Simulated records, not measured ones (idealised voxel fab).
This is a process module. Its name is voxel released beams.
Each square cell in cross-section cut measures 5 nm, and the section as a whole is 185 nm wide.
How to read a cross-section here: the picture is a grid of square cells, written as bands going from the top down, and any band can span one or more rows of cells.
Look at the band entry: it leads with the top's height and the bottom's height in nm. Then it lists the materials left to right, with a width in nm for each. The word "everywhere" on a single material says that material fills the band edge to edge. The word "empty" is empty space.
Note: height 0 marks the level under which the wafer is uniformly one material as received. Lowest band unbounded below, written "0 -> down".
Quick explanation for "30->40": the width changes in equal steps down the rows of cells, from the first number in the band's top row to the second number in its bottom row.
Given "all unchanged" for a step, no cell of the cross-section differs between before and after that step.
Closed-off voids of 8+ cells (no open route to the top) go in "Trapped cavities", written width x height at distance from the left edge, in nm.
Heads up: the bit after the settings on a step's line is the simulator's remark on that step.
On any step carrying a mask, the "overlay nm" setting, if present on the step's line, tells how far right of its planned place the mask lay; negative values point to the left.
Every pair from here on: before one process step, after it. The after cross-section reaches only to the lowest band that changed. Below the pair: the step in between and its settings. Pairs can belong to different runs of this module on the same starting wafer; a pair carries on from the pair above only if the entry headed "State before step" says so.
STATE BEFORE STEP
> 0 -> down: Si everywhere
> Trapped cavities: none
CUT VIEW, POST-STEP
> 5 -> 0: SiN everywhere
> At heights below 0, the structure remains unaltered.
> Trapped cavities: none
Operation between the pre and post cross-sections above: op CONFORMAL_DEP | material SiN | thk nm 5
State before step: The structure entering this step is exactly what the pair just above shows after its step.
CUT VIEW, POST-STEP
> 20 -> 5: SiO2 everywhere
> At heights below 5, the structure remains unaltered.
> Trapped cavities: none
Operation between the pre and post cross-sections above: op DIRECTIONAL_DEP | material SiO2 | thk nm 15
State before step: The structure entering this step is exactly what the pair just above shows after its step.
CUT VIEW, POST-STEP
> 40 -> 20: 45 of resist, then 30 of empty, then 110 of resist
> At heights below 20, the structure remains unaltered.
> Trapped cavities: none
Operation between the pre and post cross-sections above: op PATTERN | tone open | mask id ANCHOR | material resist | width nm 30 | thk nm 20 | overlay nm 0
State before step: The structure entering this step is exactly what the pair just above shows after its step.
CUT VIEW, POST-STEP
> 40 -> 20: 45 of resist, then 30 of empty, then 110 of resist
> 20 -> 5: 45 of SiO2, then 30 of empty, then 110 of SiO2
> At heights below 5, the structure remains unaltered.
> Trapped cavities: none
Operation between the pre and post cross-sections above: op DIRECTIONAL_ETCH | etch materials SiO2 | depth nm 15
State before step: The structure entering this step is exactly what the pair just above shows after its step.
CUT VIEW, POST-STEP
> 20 -> 5: 45 of SiO2, then 30 of empty, then 110 of SiO2
> At heights below 5, the structure remains unaltered.
> Trapped cavities: none
Operation between the pre and post cross-sections above: op STRIP | etch materials resist
State before step: The structure entering this step is exactly what the pair just above shows after its step.
CUT VIEW, POST-STEP
> 30 -> 20: 55 of TiN, then 10 of empty, then 120 of TiN
> 20 -> 15: 45 of SiO2, then 10 of TiN, then 10 of empty, then 10 of TiN, then 110 of SiO2
> 15 -> 5: 45 of SiO2, then 30 of TiN, then 110 of SiO2
> At heights below 5, the structure remains unaltered.
> Trapped cavities: none
Operation between the pre and post cross-sections above: op CONFORMAL_DEP | material TiN | thk nm 10
State before step: The structure entering this step is exactly what the pair just above shows after its step.
CUT VIEW, POST-STEP
> 30 -> 20: 40 of empty, then 15 of TiN, then 10 of empty, then 70 of TiN, then 50 of empty
> At heights below 20, the structure remains unaltered.
> Trapped cavities: none
Operation between the pre and post cross-sections above: op MASKED_ETCH | tone cover | mask id BEAM | width nm 95 | etch materials TiN | depth nm 10 | overlay nm 0
State before step: The structure entering this step is exactly what the pair just above shows after its step.
CUT VIEW, POST-STEP
> 30 -> 20: 40 of empty, then 15 of TiN, then 10 of empty, then 70 of TiN, then 50 of empty
> 20 -> 15: 45 of empty, then 10 of TiN, then 10 of empty, then 10 of TiN, then 110 of empty
> 15 -> 5: 45 of empty, then 30 of TiN, then 110 of empty
> At heights below 5, the structure remains unaltered.
> Trapped cavities: none
Operation between the pre and post cross-sections above: op STRIP | etch materials SiO2
STATE BEFORE STEP
> 0 -> down: Si everywhere
> Trapped cavities: none
CUT VIEW, POST-STEP
> 15 -> 0: SiO2 everywhere
> At heights below 0, the structure remains unaltered.
> Trapped cavities: none
Operation between the pre and post cross-sections above: op DIRECTIONAL_DEP | material SiO2 | thk nm 15
State before step: The structure entering this step is exactly what the pair just above shows after its step.
CUT VIEW, POST-STEP
> 35 -> 15: 45 of resist, then 30 of empty, then 110 of resist
> At heights below 15, the structure remains unaltered.
> Trapped cavities: none
Operation between the pre and post cross-sections above: op PATTERN | tone open | mask id ANCHOR | material resist | width nm 30 | thk nm 20 | overlay nm 0
State before step: The structure entering this step is exactly what the pair just above shows after its step.
CUT VIEW, POST-STEP
> 35 -> 15: 45 of resist, then 30 of empty, then 110 of resist
> 15 -> 0: 45 of SiO2, then 30 of empty, then 110 of SiO2
> At heights below 0, the structure remains unaltered.
> Trapped cavities: none
Operation between the pre and post cross-sections above: op DIRECTIONAL_ETCH | etch materials SiO2 | depth nm 15
State before step: The structure entering this step is exactly what the pair just above shows after its step.
CUT VIEW, POST-STEP
> 15 -> 0: 45 of SiO2, then 30 of empty, then 110 of SiO2
> At heights below 0, the structure remains unaltered.
> Trapped cavities: none
Operation between the pre and post cross-sections above: op STRIP | etch materials resist
State before step: The structure entering this step is exactly what the pair just above shows after its step.
CUT VIEW, POST-STEP
> 25 -> 15: 55 of TiN, then 10 of empty, then 120 of TiN
> 15 -> 10: 45 of SiO2, then 10 of TiN, then 10 of empty, then 10 of TiN, then 110 of SiO2
> 10 -> 0: 45 of SiO2, then 30 of TiN, then 110 of SiO2
> At heights below 0, the structure remains unaltered.
> Trapped cavities: none
Operation between the pre and post cross-sections above: op CONFORMAL_DEP | material TiN | thk nm 10
State before step: The structure entering this step is exactly what the pair just above shows after its step.
CUT VIEW, POST-STEP
> 25 -> 15: 40 of empty, then 15 of TiN, then 10 of empty, then 70 of TiN, then 50 of empty
> At heights below 15, the structure remains unaltered.
> Trapped cavities: none
Operation between the pre and post cross-sections above: op MASKED_ETCH | tone cover | mask id BEAM | width nm 95 | etch materials TiN | depth nm 10 | overlay nm 0
State before step: The structure entering this step is exactly what the pair just above shows after its step.
CUT VIEW, POST-STEP
> 25 -> 15: 40 of empty, then 15 of TiN, then 10 of empty, then 70 of TiN, then 50 of empty
> 15 -> 10: 45 of empty, then 10 of TiN, then 10 of empty, then 10 of TiN, then 110 of empty
> 10 -> 0: 45 of empty, then 30 of TiN, then 110 of empty
> At heights below 0, the structure remains unaltered.
> Trapped cavities: none
Operation between the pre and post cross-sections above: op STRIP | etch materials SiO2
STATE BEFORE STEP
> 15 -> 0: SiO2 everywhere
> 0 -> down: Si everywhere
> Trapped cavities: none
CUT VIEW, POST-STEP
> 20 -> 15: SiN everywhere
> At heights below 15, the structure remains unaltered.
> Trapped cavities: none
Operation between the pre and post cross-sections above: op CONFORMAL_DEP | material SiN | thk nm 5
State before step: The structure entering this step is exactly what the pair just above shows after its step.
CUT VIEW, POST-STEP
> 40 -> 20: 45 of resist, then 30 of empty, then 110 of resist
> At heights below 20, the structure remains unaltered.
> Trapped cavities: none
Operation between the pre and post cross-sections above: op PATTERN | tone open | mask id ANCHOR | material resist | width nm 30 | thk nm 20 | overlay nm 0
State before step: The structure entering this step is exactly what the pair just above shows after its step.
CUT VIEW, POST-STEP
> 20 -> 15: SiN everywhere
> At heights below 15, the structure remains unaltered.
> Trapped cavities: none
Operation between the pre and post cross-sections above: op STRIP | etch materials resist
State before step: The structure entering this step is exactly what the pair just above shows after its step.
CUT VIEW, POST-STEP
> 30 -> 20: TiN everywhere
> At heights below 20, the structure remains unaltered.
> Trapped cavities: none
Operation between the pre and post cross-sections above: op CONFORMAL_DEP | material TiN | thk nm 10
State before step: The structure entering this step is exactly what the pair just above shows after its step.
CUT VIEW, POST-STEP
> 30 -> 20: 40 of empty, then 95 of TiN, then 50 of empty
> At heights below 20, the structure remains unaltered.
> Trapped cavities: none
Operation between the pre and post cross-sections above: op MASKED_ETCH | tone cover | mask id BEAM | width nm 95 | etch materials TiN | depth nm 10 | overlay nm 0
STATE BEFORE STEP
> 0 -> down: Si everywhere
> Trapped cavities: none
CUT VIEW, POST-STEP
> 15 -> 0: SiN everywhere
> At heights below 0, the structure remains unaltered.
> Trapped cavities: none
Operation between the pre and post cross-sections above: op CONFORMAL_DEP | material SiN | thk nm 15
State before step: The structure entering this step is exactly what the pair just above shows after its step.
CUT VIEW, POST-STEP
> 30 -> 15: SiO2 everywhere
> At heights below 15, the structure remains unaltered.
> Trapped cavities: none
Operation between the pre and post cross-sections above: op DIRECTIONAL_DEP | material SiO2 | thk nm 15
State before step: The structure entering this step is exactly what the pair just above shows after its step.
CUT VIEW, POST-STEP
> 50 -> 30: 45 of resist, then 30 of empty, then 110 of resist
> At heights below 30, the structure remains unaltered.
> Trapped cavities: none
Operation between the pre and post cross-sections above: op PATTERN | tone open | mask id ANCHOR | material resist | width nm 30 | thk nm 20 | overlay nm 0
State before step: The structure entering this step is exactly what the pair just above shows after its step.
CUT VIEW, POST-STEP
> 50 -> 30: 45 of resist, then 30 of empty, then 110 of resist
> 30 -> 15: 45 of SiO2, then 30 of empty, then 110 of SiO2
> At heights below 15, the structure remains unaltered.
> Trapped cavities: none
Operation between the pre and post cross-sections above: op DIRECTIONAL_ETCH | etch materials SiO2 | depth nm 15
State before step: The structure entering this step is exactly what the pair just above shows after its step.
CUT VIEW, POST-STEP
> 30 -> 15: 45 of SiO2, then 30 of empty, then 110 of SiO2
> At heights below 15, the structure remains unaltered.
> Trapped cavities: none
Operation between the pre and post cross-sections above: op STRIP | etch materials resist
State before step: The structure entering this step is exactly what the pair just above shows after its step.
CUT VIEW, POST-STEP
> 40 -> 30: 55 of TiN, then 10 of empty, then 120 of TiN
> 30 -> 25: 45 of SiO2, then 10 of TiN, then 10 of empty, then 10 of TiN, then 110 of SiO2
> 25 -> 15: 45 of SiO2, then 30 of TiN, then 110 of SiO2
> At heights below 15, the structure remains unaltered.
> Trapped cavities: none
Operation between the pre and post cross-sections above: op CONFORMAL_DEP | material TiN | thk nm 10
State before step: The structure entering this step is exactly what the pair just above shows after its step.
CUT VIEW, POST-STEP
> 40 -> 30: 40 of empty, then 15 of TiN, then 10 of empty, then 70 of TiN, then 50 of empty
> At heights below 30, the structure remains unaltered.
> Trapped cavities: none
Operation between the pre and post cross-sections above: op MASKED_ETCH | tone cover | mask id BEAM | width nm 95 | etch materials TiN | depth nm 10 | overlay nm 0
State before step: The structure entering this step is exactly what the pair just above shows after its step.
CUT VIEW, POST-STEP
> 40 -> 30: 40 of empty, then 15 of TiN, then 10 of empty, then 70 of TiN, then 50 of empty
> 30 -> 25: 45 of empty, then 10 of TiN, then 10 of empty, then 10 of TiN, then 110 of empty
> 25 -> 15: 45 of empty, then 30 of TiN, then 110 of empty
> At heights below 15, the structure remains unaltered.
> Trapped cavities: none
Operation between the pre and post cross-sections above: op STRIP | etch materials SiO2
STATE BEFORE STEP
> 20 -> 5: SiO2 everywhere
> 5 -> 0: SiN everywhere
> 0 -> down: Si everywhere
> Trapped cavities: none
CUT VIEW, POST-STEP
> 40 -> 20: 50 of resist, then 25 of empty, then 110 of resist
> At heights below 20, the structure remains unaltered.
> Trapped cavities: none
Operation between the pre and post cross-sections above: op PATTERN | tone open | mask id ANCHOR | material resist | width nm 25 | thk nm 20 | overlay nm 0
State before step: The structure entering this step is exactly what the pair just above shows after its step.
CUT VIEW, POST-STEP
> 40 -> 20: 50 of resist, then 25 of empty, then 110 of resist
> 20 -> 5: 50 of SiO2, then 25 of empty, then 110 of SiO2
> At heights below 5, the structure remains unaltered.
> Trapped cavities: none
Operation between the pre and post cross-sections above: op DIRECTIONAL_ETCH | etch materials SiO2 | depth nm 15
State before step: The structure entering this step is exactly what the pair just above shows after its step.
CUT VIEW, POST-STEP
> 20 -> 5: 50 of SiO2, then 25 of empty, then 110 of SiO2
> At heights below 5, the structure remains unaltered.
> Trapped cavities: none
Operation between the pre and post cross-sections above: op STRIP | etch materials resist
State before step: The structure entering this step is exactly what the pair just above shows after its step.
CUT VIEW, POST-STEP
> 30 -> 20: 60 of TiN, then 5 of empty, then 120 of TiN
> 20 -> 15: 50 of SiO2, then 10 of TiN, then 5 of empty, then 10 of TiN, then 110 of SiO2
> 15 -> 5: 50 of SiO2, then 25 of TiN, then 110 of SiO2
> At heights below 5, the structure remains unaltered.
> Trapped cavities: none
Operation between the pre and post cross-sections above: op CONFORMAL_DEP | material TiN | thk nm 10
State before step: The structure entering this step is exactly what the pair just above shows after its step.
CUT VIEW, POST-STEP
> 30 -> 20: 40 of empty, then 20 of TiN, then 5 of empty, then 70 of TiN, then 50 of empty
> At heights below 20, the structure remains unaltered.
> Trapped cavities: none
Operation between the pre and post cross-sections above: op MASKED_ETCH | tone cover | mask id BEAM | width nm 95 | etch materials TiN | depth nm 10 | overlay nm 0
State before step: The structure entering this step is exactly what the pair just above shows after its step.
CUT VIEW, POST-STEP
> 30 -> 20: 40 of empty, then 20 of TiN, then 5 of empty, then 70 of TiN, then 50 of empty
> 20 -> 15: 50 of empty, then 10 of TiN, then 5 of empty, then 10 of TiN, then 110 of empty
> 15 -> 5: 50 of empty, then 25 of TiN, then 110 of empty
> At heights below 5, the structure remains unaltered.
> Trapped cavities: none
Operation between the pre and post cross-sections above: op STRIP | etch materials SiO2
STATE BEFORE STEP
> 20 -> 5: SiO2 everywhere
> 5 -> 0: SiN everywhere
> 0 -> down: Si everywhere
> Trapped cavities: none
CUT VIEW, POST-STEP
> 40 -> 20: 50 of resist, then 30 of empty, then 105 of resist
> At heights below 20, the structure remains unaltered.
> Trapped cavities: none
Operation between the pre and post cross-sections above: op PATTERN | tone open | mask id ANCHOR | material resist | width nm 30 | thk nm 20 | overlay nm 5
State before step: The structure entering this step is exactly what the pair just above shows after its step.
CUT VIEW, POST-STEP
> 40 -> 20: 50 of resist, then 30 of empty, then 105 of resist
> 20 -> 5: 50 of SiO2, then 30 of empty, then 105 of SiO2
> At heights below 5, the structure remains unaltered.
> Trapped cavities: none
Operation between the pre and post cross-sections above: op DIRECTIONAL_ETCH | etch materials SiO2 | depth nm 15
State before step: The structure entering this step is exactly what the pair just above shows after its step.
CUT VIEW, POST-STEP
> 20 -> 5: 50 of SiO2, then 30 of empty, then 105 of SiO2
> At heights below 5, the structure remains unaltered.
> Trapped cavities: none
Operation between the pre and post cross-sections above: op STRIP | etch materials resist
State before step: The structure entering this step is exactly what the pair just above shows after its step.
CUT VIEW, POST-STEP
> 30 -> 20: 60 of TiN, then 10 of empty, then 115 of TiN
> 20 -> 15: 50 of SiO2, then 10 of TiN, then 10 of empty, then 10 of TiN, then 105 of SiO2
> 15 -> 5: 50 of SiO2, then 30 of TiN, then 105 of SiO2
> At heights below 5, the structure remains unaltered.
> Trapped cavities: none
Operation between the pre and post cross-sections above: op CONFORMAL_DEP | material TiN | thk nm 10
State before step: The structure entering this step is exactly what the pair just above shows after its step.
CUT VIEW, POST-STEP
> 30 -> 20: 40 of empty, then 20 of TiN, then 10 of empty, then 65 of TiN, then 50 of empty
> At heights below 20, the structure remains unaltered.
> Trapped cavities: none
Operation between the pre and post cross-sections above: op MASKED_ETCH | tone cover | mask id BEAM | width nm 95 | etch materials TiN | depth nm 10 | overlay nm 0
State before step: The structure entering this step is exactly what the pair just above shows after its step.
CUT VIEW, POST-STEP
> 30 -> 20: 40 of empty, then 20 of TiN, then 10 of empty, then 65 of TiN, then 50 of empty
> 20 -> 15: 50 of empty, then 10 of TiN, then 10 of empty, then 10 of TiN, then 105 of empty
> 15 -> 5: 50 of empty, then 30 of TiN, then 105 of empty
> At heights below 5, the structure remains unaltered.
> Trapped cavities: none
Operation between the pre and post cross-sections above: op STRIP | etch materials SiO2
STATE BEFORE STEP
> 0 -> down: Si everywhere
> Trapped cavities: none
CUT VIEW, POST-STEP
> 5 -> 0: SiO2 everywhere
> At heights below 0, the structure remains unaltered.
> Trapped cavities: none
Operation between the pre and post cross-sections above: op CONFORMAL_DEP | material SiO2 | thk nm 5
State before step: The structure entering this step is exactly what the pair just above shows after its step.
CUT VIEW, POST-STEP
> 20 -> 0: SiO2 everywhere
> At heights below 0, the structure remains unaltered.
> Trapped cavities: none
Operation between the pre and post cross-sections above: op DIRECTIONAL_DEP | material SiO2 | thk nm 15
State before step: The structure entering this step is exactly what the pair just above shows after its step.
CUT VIEW, POST-STEP
> 40 -> 20: 45 of resist, then 30 of empty, then 110 of resist
> At heights below 20, the structure remains unaltered.
> Trapped cavities: none
Operation between the pre and post cross-sections above: op PATTERN | tone open | mask id ANCHOR | material resist | width nm 30 | thk nm 20 | overlay nm 0
State before step: The structure entering this step is exactly what the pair just above shows after its step.
CUT VIEW, POST-STEP
> 40 -> 20: 45 of resist, then 30 of empty, then 110 of resist
> 20 -> 5: 45 of SiO2, then 30 of empty, then 110 of SiO2
> At heights below 5, the structure remains unaltered.
> Trapped cavities: none
Operation between the pre and post cross-sections above: op DIRECTIONAL_ETCH | etch materials SiO2 | depth nm 15
State before step: The structure entering this step is exactly what the pair just above shows after its step.
CUT VIEW, POST-STEP
> 20 -> 5: 45 of SiO2, then 30 of empty, then 110 of SiO2
> At heights below 5, the structure remains unaltered.
> Trapped cavities: none
Operation between the pre and post cross-sections above: op STRIP | etch materials resist
State before step: The structure entering this step is exactly what the pair just above shows after its step.
CUT VIEW, POST-STEP
> 30 -> 20: 55 of TiN, then 10 of empty, then 120 of TiN
> 20 -> 15: 45 of SiO2, then 10 of TiN, then 10 of empty, then 10 of TiN, then 110 of SiO2
> 15 -> 5: 45 of SiO2, then 30 of TiN, then 110 of SiO2
> At heights below 5, the structure remains unaltered.
> Trapped cavities: none
Operation between the pre and post cross-sections above: op CONFORMAL_DEP | material TiN | thk nm 10
State before step: The structure entering this step is exactly what the pair just above shows after its step.
CUT VIEW, POST-STEP
> 30 -> 20: 40 of empty, then 15 of TiN, then 10 of empty, then 70 of TiN, then 50 of empty
> At heights below 20, the structure remains unaltered.
> Trapped cavities: none
Operation between the pre and post cross-sections above: op MASKED_ETCH | tone cover | mask id BEAM | width nm 95 | etch materials TiN | depth nm 10 | overlay nm 0
State before step: The structure entering this step is exactly what the pair just above shows after its step.
CUT VIEW, POST-STEP
> 0 -> down: Si everywhere
> Trapped cavities: none
Operation between the pre and post cross-sections above: op STRIP | etch materials SiO2
STATE BEFORE STEP
> 20 -> 5: SiO2 everywhere
> 5 -> 0: SiN everywhere
> 0 -> down: Si everywhere
> Trapped cavities: none
CUT VIEW, POST-STEP
> 40 -> 20: 45 of empty, then 30 of resist, then 110 of empty
> At heights below 20, the structure remains unaltered.
> Trapped cavities: none
Operation between the pre and post cross-sections above: op PATTERN | tone cover | mask id ANCHOR | material resist | width nm 30 | thk nm 20 | overlay nm 0
State before step: The structure entering this step is exactly what the pair just above shows after its step.
CUT VIEW, POST-STEP
> 40 -> 20: 45 of empty, then 30 of resist, then 110 of empty
> 20 -> 5: 45 of empty, then 30 of SiO2, then 110 of empty
> At heights below 5, the structure remains unaltered.
> Trapped cavities: none
Operation between the pre and post cross-sections above: op DIRECTIONAL_ETCH | etch materials SiO2 | depth nm 15
State before step: The structure entering this step is exactly what the pair just above shows after its step.
CUT VIEW, POST-STEP
> 20 -> 5: 45 of empty, then 30 of SiO2, then 110 of empty
> At heights below 5, the structure remains unaltered.
> Trapped cavities: none
Operation between the pre and post cross-sections above: op STRIP | etch materials resist
State before step: The structure entering this step is exactly what the pair just above shows after its step.
CUT VIEW, POST-STEP
> 30 -> 20: 35 of empty, then 50 of TiN, then 100 of empty
> 20 -> 15: 35 of empty, then 10 of TiN, then 30 of SiO2, then 10 of TiN, then 100 of empty
> 15 -> 5: 45 of TiN, then 30 of SiO2, then 110 of TiN
> At heights below 5, the structure remains unaltered.
> Trapped cavities: none
Operation between the pre and post cross-sections above: op CONFORMAL_DEP | material TiN | thk nm 10
State before step: The structure entering this step is exactly what the pair just above shows after its step.
CUT VIEW, POST-STEP
> 30 -> 20: 40 of empty, then 45 of TiN, then 100 of empty
> 20 -> 15: 35 of empty, then 10 of TiN, then 30 of SiO2, then 10 of TiN, then 100 of empty
> 15 -> 5: 35 of empty, then 10 of TiN, then 30 of SiO2, then 60 of TiN, then 50 of empty
> At heights below 5, the structure remains unaltered.
> Trapped cavities: none
Operation between the pre and post cross-sections above: op MASKED_ETCH | tone cover | mask id BEAM | width nm 95 | etch materials TiN | depth nm 10 | overlay nm 0
